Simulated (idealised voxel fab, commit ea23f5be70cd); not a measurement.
process module | voxel quadruple lines
cross-section cut | 215 nm wide | cells 5 nm
A cross-section is a grid of square cells, given in bands from the top down. A band is one or more rows of cells.
Each band's line starts with the height of the band's top and of its bottom, in nm. Then come its materials from left to right, each with its width in nm. One material with "throughout" fills the band from edge to edge. "air" is empty space.
Height 0 is the level under which the wafer as received is all one material. The lowest band goes on downwards, as in "0 down".
A width such as "30 to 40" changes by the same amount from each row of cells to the next, from the band's top row to its bottom row.
"no change" after a step means that no cell of the cross-section changed.
closed voids: empty space of 8 cells or more with no open way to the top, each as width x height at its distance from the left edge, in nm
after a step's settings: what the simulator itself notes on the step
overlay nm, on a step with a mask: how far to the right of its planned place the mask lay; to the left if negative
plan
1 op RECEIVE | material Si
2 op CONFORMAL_DEP | material SiO2 | thk nm 10
3 op DIRECTIONAL_DEP | material Ru | thk nm 15
4 op DIRECTIONAL_DEP | material polySi | thk nm 15
5 op DIRECTIONAL_DEP | material aC | thk nm 25
6 op PATTERN | tone cover | mask id MANDREL | material resist | width nm 20 | pitch nm 60 | thk nm 35 | overlay nm 0
7 op DIRECTIONAL_ETCH | etch materials aC | depth nm 25
8 op STRIP | etch materials resist
9 op CONFORMAL_DEP | material SiO2 | thk nm 10
10 op DIRECTIONAL_ETCH | etch materials SiO2 | depth nm 10
11 op STRIP | etch materials aC
12 op DIRECTIONAL_ETCH | etch materials polySi | depth nm 15
13 op STRIP | etch materials SiO2
14 op CONFORMAL_DEP | material SiCN | thk nm 5
15 op DIRECTIONAL_ETCH | etch materials SiCN | depth nm 5
16 op STRIP | etch materials polySi
17 op DIRECTIONAL_ETCH | etch materials Ru | depth nm 15
18 op STRIP | etch materials SiCN
19 op FILL_DEP | material lowk | thk nm 10
20 op CMP | height nm 25
as received, after step 1
  0 down: Si throughout
  closed voids: none
first wafer at the end, as planned
  25 to 10: lowk 50 | Ru 5 | lowk 10 | Ru 5 | lowk 10 | Ru 5 | lowk 10 | Ru 5 | lowk 10 | Ru 5 | lowk 10 | Ru 5 | lowk 10 | Ru 5 | lowk 10 | Ru 5 | lowk 55
  10 to 0: SiO2 throughout
  0 down: Si throughout
  closed voids: none
second wafer at the end: like start, like plan, one mistake
  25 to 10: polySi 50 | Ru 5 | polySi 10 | Ru 5 | polySi 10 | Ru 5 | polySi 10 | Ru 5 | polySi 10 | Ru 5 | polySi 10 | Ru 5 | polySi 10 | Ru 5 | polySi 10 | Ru 5 | polySi 55
  10 to 0: SiO2 throughout
  0 down: Si throughout
  closed voids: none
what went wrong: step 19 ran as: op FILL_DEP | material polySi | thk nm 10
at the end the second wafer has, in cells: 105 fewer of lowk | 105 more of polySi
